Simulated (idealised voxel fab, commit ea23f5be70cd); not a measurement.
Herein follows the process module entitled voxel air gaps.
Square cell edge 5 nm, section width 175 nm, ID cut.
How to read a cross-section here: the picture is a grid of square cells, written as bands going from the top down, and any band can span one or more rows of cells. What a band's entry tells you: where the top is and where the bottom is, as heights in nm, and after that what lies inside, material by material from left to right, each with its width in nm. Empty space is written as the word "air", and a single material marked with the word "full width" occupies the band from edge to edge. Zero point of the height axis is 0; under it, received wafer = one material. Lowest band: continues down indefinitely, "top 0, no bottom". A width given as "30->40" starts at the first number in the band's top row and ends at the second number in its bottom row, shifting by an equal amount at every step from row to row. "nothing was modified" (step): cross-section cells unchanged, all of them. If an empty space has no open way to the top and is at least 8 cells in size, "Fully closed voids" lists it, written width x height at distance, where distance is measured from the left edge and every value is in nm. Step line, after settings: the simulator's comment on this step. For masked steps, "overlay nm" on the step line gives how far right of plan the mask actually lay; a minus sign means it lay to the left.
### Planned process steps
1: RECEIVE | material Si
2: CONFORMAL_DEP | material SiO2 | thk nm 10
3: CONFORMAL_DEP | material SiN | thk nm 5
4: DIRECTIONAL_DEP | material lowk | thk nm 40
5: PATTERN | tone open | mask id LINES | material resist | width nm 15 | pitch nm 45 | thk nm 20 | overlay nm 0
6: DIRECTIONAL_ETCH | etch materials lowk | depth nm 40
7: STRIP | etch materials resist
8: CONFORMAL_DEP | material TiN | thk nm 5
9: FILL_DEP | material Cu | thk nm 10
10: CMP | height nm 55
11: EPI | material Ru | thk nm 10
12: SELECTIVE_ETCH | etch materials lowk | depth nm 50
13: CONFORMAL_DEP | material SiN | thk nm 5
Keep in mind the plan's value for the width nm of step 5 comes from the first wafer; the wafers don't share that setting, but they do share the same starting point.
### The first of several wafers in cross-section, exactly as it reached us after step 1
- top 0, no bottom: Si full width
- Fully closed voids: none
### wafer rows; end of module; cells per material since receipt: (+) gained, (-) lost; then closed voids
width nm 15, +21 Cu, +42 Ru, +154 SiN, +70 SiO2, +51 TiN, Fully closed voids: 20 x 30 at 55; 20 x 30 at 100
width nm 20, +42 Cu, +48 Ru, +146 SiN, +70 SiO2, +54 TiN, Fully closed voids: 15 x 30 at 55; 15 x 30 at 100
width nm 25, +63 Cu, +54 Ru, +98 SiN, +70 SiO2, +57 TiN, +64 lowk, Fully closed voids: none
width nm 30, +84 Cu, +56 Ru, +98 SiN, +70 SiO2, +60 TiN, +48 lowk, Fully closed voids: none
